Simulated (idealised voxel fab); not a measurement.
Process module, titled voxel wiring stack
Xsec cut, 170 nm wide, square cell size 5 nm.
Cross-section = grid of square cells, listed top down in bands; band = one or more rows. Band: top height; bottom height; in nm. Then, left to right: material with width in nm, for each material. "edge to edge": a single material spanning edge to edge. "air": empty space. Below 0: as-received wafer, all one material; heights counted from there. Lowest band: no bottom, goes on down, written "0 and below". It should be noted that a width expressed as "30..40" varies in equal increments from row to row of cells within the band, taking the value of the first number at the top row and that of the second number at the bottom row. The designation "no modification", where it is given for a processing step, indicates that no cell of the cross-section was altered in the course of that step. Voids not open to the top, 8 cells minimum: see "Cavities, sealed". Written width x height at distance; distance is from the left edge; nm. after a step's settings: what the simulator itself notes on the step. You can add "overlay nm" to a step's line. For a step with a mask, it describes how far the mask lay to the right of its planned position, and a negative number describes a lay to the left.

**The steps planned for the process are as follows**
step 1: RECEIVE,material Si
step 2: CONFORMAL_DEP,material SiO2,thk nm 15
step 3: DIRECTIONAL_DEP,material TiN,thk nm 5
step 4: DIRECTIONAL_DEP,material W,thk nm 20
step 5: PATTERN,tone cover,mask id METAL_1,material resist,width nm 20,pitch nm 45,thk nm 20,overlay nm 0
step 6: DIRECTIONAL_ETCH,etch materials W,depth nm 20
step 7: DIRECTIONAL_ETCH,etch materials TiN,depth nm 5
step 8: STRIP,etch materials resist
step 9: CONFORMAL_DEP,material SiCN,thk nm 5
step 10: FILL_DEP,material lowk,thk nm 10
step 11: CMP,height nm 40
step 12: CONFORMAL_DEP,material SiCN,thk nm 5
step 13: DIRECTIONAL_DEP,material lowk,thk nm 10
step 14: DIRECTIONAL_DEP,material aC,thk nm 10
step 15: PATTERN,tone open,mask id PLUG_1,material resist,width nm 15,pitch nm 45,thk nm 30,overlay nm 0
step 16: DIRECTIONAL_ETCH,etch materials aC,depth nm 10
step 17: STRIP,etch materials resist
step 18: DIRECTIONAL_ETCH,etch materials lowk,depth nm 10
step 19: DIRECTIONAL_ETCH,etch materials SiCN,depth nm 5
step 20: STRIP,etch materials aC
step 21: EPI,material Ru,thk nm 10
step 22: EPI,material Ru,thk nm 5
step 23: CONFORMAL_DEP,material SiCN,thk nm 5
step 24: DIRECTIONAL_DEP,material SiO2,thk nm 25
step 25: DIRECTIONAL_DEP,material aC,thk nm 15
step 26: PATTERN,tone open,mask id METAL_2,material resist,width nm 20,pitch nm 45,thk nm 30,overlay nm 0
step 27: DIRECTIONAL_ETCH,etch materials aC,depth nm 15
step 28: STRIP,etch materials resist
step 29: DIRECTIONAL_ETCH,etch materials SiO2,depth nm 25
step 30: DIRECTIONAL_ETCH,etch materials SiCN,depth nm 5
step 31: STRIP,etch materials aC
step 32: CONFORMAL_DEP,material TiN,thk nm 5
step 33: FILL_DEP,material Cu,thk nm 10
step 34: CMP,height nm 85
step 35: CONFORMAL_DEP,material SiCN,thk nm 5
step 36: DIRECTIONAL_DEP,material SiO2,thk nm 30
step 37: MASKED_ETCH,tone open,mask id METAL_3_HOLES,width nm 15,pitch nm 45,etch materials SiO2,depth nm 30,overlay nm 0
step 38: MASKED_ETCH,tone open,mask id METAL_3,width nm 20,pitch nm 45,etch materials SiO2,depth nm 20,overlay nm 0
step 39: MASKED_ETCH,tone open,mask id METAL_3,width nm 20,pitch nm 45,etch materials SiCN,depth nm 5,overlay nm 0
step 40: CONFORMAL_DEP,material TiN,thk nm 5
step 41: FILL_DEP,material Ru,thk nm 5
step 42: CMP,height nm 120
step 43: CONFORMAL_DEP,material SiCN,thk nm 5
step 44: DIRECTIONAL_DEP,material SiO2,thk nm 30
step 45: MASKED_ETCH,tone open,mask id METAL_4_HOLES,width nm 15,pitch nm 90,etch materials SiO2,depth nm 30,overlay nm 0
step 46: MASKED_ETCH,tone open,mask id METAL_4,width nm 20,pitch nm 45,etch materials SiO2,depth nm 20,overlay nm 0
step 47: MASKED_ETCH,tone open,mask id METAL_4,width nm 20,pitch nm 45,etch materials SiCN,depth nm 5,overlay nm 0
step 48: CONFORMAL_DEP,material TiN,thk nm 5
step 49: FILL_DEP,material Ru,thk nm 5
step 50: CMP,height nm 155
step 51: CONFORMAL_DEP,material SiN,thk nm 5

**So this is the incoming wafer in cross-section - it's already been through step 1**
0 and below  Si edge to edge
Cavities, sealed: none

**As-planned run: cross-section of the first of two wafers at end of module**
160 down to 155  SiN edge to edge
155 down to 140  SiO2 30 nm / TiN 5 nm / Ru 10 nm / TiN 5 nm / SiO2 25 nm / TiN 5 nm / Ru 10 nm / TiN 5 nm / SiO2 25 nm / TiN 5 nm / Ru 10 nm / TiN 5 nm / SiO2 30 nm
140 down to 135  SiO2 30 nm / TiN 5 nm / Ru 5 nm / TiN 10 nm / SiO2 25 nm / TiN 20 nm / SiO2 25 nm / TiN 5 nm / Ru 5 nm / TiN 10 nm / SiO2 30 nm
135 down to 125  SiO2 30 nm / TiN 5 nm / Ru 5 nm / TiN 5 nm / SiO2 75 nm / TiN 5 nm / Ru 5 nm / TiN 5 nm / SiO2 35 nm
125 down to 120  SiCN 30 nm / TiN 15 nm / SiCN 75 nm / TiN 15 nm / SiCN 35 nm
120 down to 105  SiO2 30 nm / TiN 5 nm / Ru 10 nm / TiN 5 nm / SiO2 25 nm / TiN 5 nm / Ru 10 nm / TiN 5 nm / SiO2 25 nm / TiN 5 nm / Ru 10 nm / TiN 5 nm / SiO2 30 nm
105 down to 100  SiO2 30 nm / TiN 5 nm / Ru 5 nm / TiN 10 nm / SiO2 25 nm / TiN 5 nm / Ru 5 nm / TiN 10 nm / SiO2 25 nm / TiN 5 nm / Ru 5 nm / TiN 10 nm / SiO2 30 nm
100 down to 90  SiO2 30 nm / TiN 5 nm / Ru 5 nm / TiN 5 nm / SiO2 30 nm / TiN 5 nm / Ru 5 nm / TiN 5 nm / SiO2 30 nm / TiN 5 nm / Ru 5 nm / TiN 5 nm / SiO2 35 nm
90 down to 85  SiCN 30 nm / TiN 15 nm / SiCN 30 nm / TiN 15 nm / SiCN 30 nm / TiN 15 nm / SiCN 35 nm
85 down to 60  SiO2 30 nm / TiN 5 nm / Cu 10 nm / TiN 5 nm / SiO2 25 nm / TiN 5 nm / Cu 10 nm / TiN 5 nm / SiO2 25 nm / TiN 5 nm / Cu 10 nm / TiN 5 nm / SiO2 30 nm
60 down to 55  SiCN 30 nm / TiN 20 nm / SiCN 25 nm / TiN 20 nm / SiCN 25 nm / TiN 20 nm / SiCN 30 nm
55 down to 45  lowk 30 nm / Ru 15 nm / lowk 30 nm / Ru 15 nm / lowk 30 nm / Ru 15 nm / lowk 35 nm
45 down to 40  SiCN 30 nm / Ru 15 nm / SiCN 30 nm / Ru 15 nm / SiCN 30 nm / Ru 15 nm / SiCN 35 nm
40 down to 20  lowk 25 nm / SiCN 5 nm / W 20 nm / SiCN 5 nm / lowk 15 nm / SiCN 5 nm / W 20 nm / SiCN 5 nm / lowk 15 nm / SiCN 5 nm / W 20 nm / SiCN 5 nm / lowk 25 nm
20 down to 15  SiCN 30 nm / TiN 20 nm / SiCN 25 nm / TiN 20 nm / SiCN 25 nm / TiN 20 nm / SiCN 30 nm
15 down to 0  SiO2 edge to edge
0 and below  Si edge to edge
Cavities, sealed: none

**Cross-section, wafer two of two, end of module: same start and plan as wafer one, one error in execution**
160 down to 155  SiN edge to edge
155 down to 140  SiO2 30 nm / TiN 5 nm / Ru 10 nm / TiN 5 nm / SiO2 25 nm / TiN 5 nm / Ru 10 nm / TiN 5 nm / SiO2 25 nm / TiN 5 nm / Ru 10 nm / TiN 5 nm / SiO2 30 nm
140 down to 135  SiO2 30 nm / TiN 5 nm / Ru 5 nm / TiN 10 nm / SiO2 25 nm / TiN 20 nm / SiO2 25 nm / TiN 5 nm / Ru 5 nm / TiN 10 nm / SiO2 30 nm
135 down to 125  SiO2 30 nm / TiN 5 nm / Ru 5 nm / TiN 5 nm / SiO2 75 nm / TiN 5 nm / Ru 5 nm / TiN 5 nm / SiO2 35 nm
125 down to 120  SiCN 30 nm / TiN 15 nm / SiCN 75 nm / TiN 15 nm / SiCN 35 nm
120 down to 105  SiO2 30 nm / TiN 5 nm / Ru 10 nm / TiN 5 nm / SiO2 25 nm / TiN 5 nm / Ru 10 nm / TiN 5 nm / SiO2 25 nm / TiN 5 nm / Ru 10 nm / TiN 5 nm / SiO2 30 nm
105 down to 100  SiO2 30 nm / TiN 5 nm / Ru 5 nm / TiN 10 nm / SiO2 25 nm / TiN 5 nm / Ru 5 nm / TiN 10 nm / SiO2 25 nm / TiN 5 nm / Ru 5 nm / TiN 10 nm / SiO2 30 nm
100 down to 90  SiO2 30 nm / TiN 5 nm / Ru 5 nm / TiN 5 nm / SiO2 30 nm / TiN 5 nm / Ru 5 nm / TiN 5 nm / SiO2 30 nm / TiN 5 nm / Ru 5 nm / TiN 5 nm / SiO2 35 nm
90 down to 85  SiCN 30 nm / TiN 15 nm / SiCN 30 nm / TiN 15 nm / SiCN 30 nm / TiN 15 nm / SiCN 35 nm
85 down to 70  SiO2 30 nm / TiN 5 nm / Cu 10 nm / TiN 5 nm / SiO2 25 nm / TiN 5 nm / Cu 10 nm / TiN 5 nm / SiO2 25 nm / TiN 5 nm / Cu 10 nm / TiN 5 nm / SiO2 30 nm
70 down to 65  SiCN 30 nm / TiN 20 nm / SiCN 25 nm / TiN 20 nm / SiCN 25 nm / TiN 20 nm / SiCN 30 nm
65 down to 55  lowk 30 nm / SiCN 5 nm / TiN 5 nm / SiCN 5 nm / lowk 30 nm / SiCN 5 nm / TiN 5 nm / SiCN 5 nm / lowk 30 nm / SiCN 5 nm / TiN 5 nm / SiCN 5 nm / lowk 35 nm
55 down to 50  SiCN 35 nm / TiN 5 nm / SiCN 40 nm / TiN 5 nm / SiCN 40 nm / TiN 5 nm / SiCN 40 nm
50 down to 45  lowk edge to edge
45 down to 40  lowk 25 nm / SiCN 30 nm / lowk 15 nm / SiCN 30 nm / lowk 15 nm / SiCN 30 nm / lowk 25 nm
40 down to 20  lowk 25 nm / SiCN 5 nm / W 20 nm / SiCN 5 nm / lowk 15 nm / SiCN 5 nm / W 20 nm / SiCN 5 nm / lowk 15 nm / SiCN 5 nm / W 20 nm / SiCN 5 nm / lowk 25 nm
20 down to 15  SiCN 30 nm / TiN 20 nm / SiCN 25 nm / TiN 20 nm / SiCN 25 nm / TiN 20 nm / SiCN 30 nm
15 down to 0  SiO2 edge to edge
0 and below  Si edge to edge
Cavities, sealed: none
Error vs. plan: step 11 was not run as planned; what actually ran was CMP,height nm 50
FYI, end of process, the second wafer has more or fewer cells of some materials than the first: Cu -12, Ru -27, SiCN +36, SiO2 -44, TiN -3, lowk +50
